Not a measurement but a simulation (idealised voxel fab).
Process module heading - voxel transistor to metal
Pictured: cross-section cut, 200 nm wide, on a grid of 5 nm square cells.
A cross-section is written here as square cells arranged in a grid, and it is given in bands from the top down, each band taking up one or more rows of cells.
Heads up on the band format: heights come first, top then bottom, in nm. After that it's the materials left to right, each with its width in nm. A single material flagged "all across" fills the whole band edge to edge, and "blank" means there's empty space there.
For the purposes of this specification, 0 denotes the height below which the wafer in its as-received condition is composed wholly of one material, and the lowermost band, lacking a lower limit, extends downward without end, as expressed in "z 0 and below".
Read "30->40" as a graded width: first number on top, second number at the bottom, same change between each pair of neighbouring rows.
Any step labelled "left unchanged" changed none of the cells in the cross-section.
Each empty space that has no open way to the top and spans at least 8 cells appears under "Listed closed voids" as width x height at distance, the distance counted from the left edge, all in nm.
Post-settings text on a step line: simulator's own remark regarding the step.
Regarding "overlay nm": on a step with a mask, it is the distance the mask lay to the right of its planned place; a negative value places it to the left.

### Process steps foreseen in the plan
1 RECEIVE (material Si)
2 OXIDIZE (depth nm 5)
3 CONFORMAL_DEP (material SiN; thk nm 15)
4 MASKED_ETCH (tone cover; mask id ACTIVE; width nm 110; etch materials SiN; depth nm 15; overlay nm 0)
5 MASKED_ETCH (tone cover; mask id ACTIVE; width nm 110; etch materials SiO2; depth nm 5; overlay nm 0)
6 MASKED_ETCH (tone cover; mask id ACTIVE; width nm 110; etch materials Si; depth nm 25; overlay nm 0)
7 FILL_DEP (material SiO2; thk nm 5)
8 CMP (height nm 15)
9 SELECTIVE_ETCH (etch materials SiO2; depth nm 10)
10 STRIP (etch materials SiN)
11 SELECTIVE_ETCH (etch materials SiO2; depth nm 5)
12 OXIDIZE (depth nm 5)
13 DIRECTIONAL_DEP (material polySi; thk nm 20)
14 DIRECTIONAL_DEP (material SiCN; thk nm 15)
15 MASKED_ETCH (tone cover; mask id GATE; width nm 30; etch materials SiCN; depth nm 25; overlay nm 0)
16 MASKED_ETCH (tone cover; mask id GATE; width nm 30; etch materials polySi; depth nm 30; overlay nm 0)
17 CONFORMAL_DEP (material SiN; thk nm 10)
18 DIRECTIONAL_ETCH (etch materials SiN; depth nm 10)
19 DIRECTIONAL_ETCH (etch materials SiO2; depth nm 5)
20 DIRECTIONAL_ETCH (etch materials Si; depth nm 10)
21 EPI (material SiGe; thk nm 10)
22 FILL_DEP (material SiO2; thk nm 10)
23 CMP (height nm 15)
24 STRIP (etch materials polySi)
25 SELECTIVE_ETCH (etch materials SiO2; depth nm 5)
26 CONFORMAL_DEP (material HfO2; thk nm 5)
27 CONFORMAL_DEP (material TiN; thk nm 5)
28 FILL_DEP (material W; thk nm 10)
29 CMP (height nm 10)
30 DIRECTIONAL_DEP (material SiO2; thk nm 15)
31 MASKED_ETCH (tone open; mask id CONTACT; width nm 20; pitch nm 80; etch materials SiO2; depth nm 35; overlay nm 0)
32 CONFORMAL_DEP (material TiN; thk nm 5)
33 FILL_DEP (material W; thk nm 5)
34 CMP (height nm 25)
35 DIRECTIONAL_DEP (material TiN; thk nm 5)
36 DIRECTIONAL_DEP (material W; thk nm 20)
37 DIRECTIONAL_DEP (material aC; thk nm 10)
38 PATTERN (tone cover; mask id METAL_1; material resist; width nm 20; pitch nm 80; thk nm 25; overlay nm 0)
39 DIRECTIONAL_ETCH (etch materials aC; depth nm 10)
40 STRIP (etch materials resist)
41 DIRECTIONAL_ETCH (etch materials W; depth nm 20)
42 DIRECTIONAL_ETCH (etch materials TiN; depth nm 5)
43 STRIP (etch materials aC)
44 CONFORMAL_DEP (material SiN; thk nm 5)
45 FILL_DEP (material SiO2; thk nm 10)
46 CMP (height nm 50)
47 CONFORMAL_DEP (material SiN; thk nm 5)

### Incoming wafer in cross-section (state: after step 1)
    z 0 and below  Si all across
    Listed closed voids: none

### Cross-sectional result after module completion. Note: starting condition and plan are unchanged from above; one processing mistake was made
    z 55 to 50  SiN all across
    z 50 to 30  45 SiO2; 5 SiN; 20 W; 5 SiN; 50 SiO2; 5 SiN; 20 W; 5 SiN; 45 SiO2
    z 30 to 25  50 SiN; 20 TiN; 60 SiN; 20 TiN; 50 SiN
    z 25 to 10  50 SiO2; 5 TiN; 10 W; 5 TiN; 60 SiO2; 5 TiN; 10 W; 5 TiN; 50 SiO2
    z 10 to 5  50 SiO2; 20 TiN; 5 SiO2; 10 SiN; 5 HfO2; 5 TiN; 10 W; 5 TiN; 5 HfO2; 10 SiN; 5 SiO2; 20 TiN; 50 SiO2
    z 5 to 0  75 SiO2; 10 SiN; 5 HfO2; 5 TiN; 10 W; 5 TiN; 5 HfO2; 10 SiN; 75 SiO2
    z 0 to -5  40 SiO2; 10 SiN; 10 SiGe; 5 SiO2; 10 SiGe; 10 SiN; 5 HfO2; 20 TiN; 5 HfO2; 10 SiN; 10 SiGe; 5 SiO2; 10 SiGe; 10 SiN; 40 SiO2
    z -5 to -10  50 SiO2; 10 SiGe; 5 SiO2; 10 SiGe; 5 SiO2; 40 HfO2; 5 SiO2; 10 SiGe; 5 SiO2; 10 SiGe; 50 SiO2
    z -10 to -20  45 SiO2; 5 Si; 25 SiGe; 50 Si; 25 SiGe; 5 Si; 45 SiO2
    z -20 to -30  45 SiO2; 110 Si; 45 SiO2
    z -30 and below  Si all across
    Listed closed voids: none
Heads up, the wafer didn't run the way we planned it: the plan had its step 30 run twice
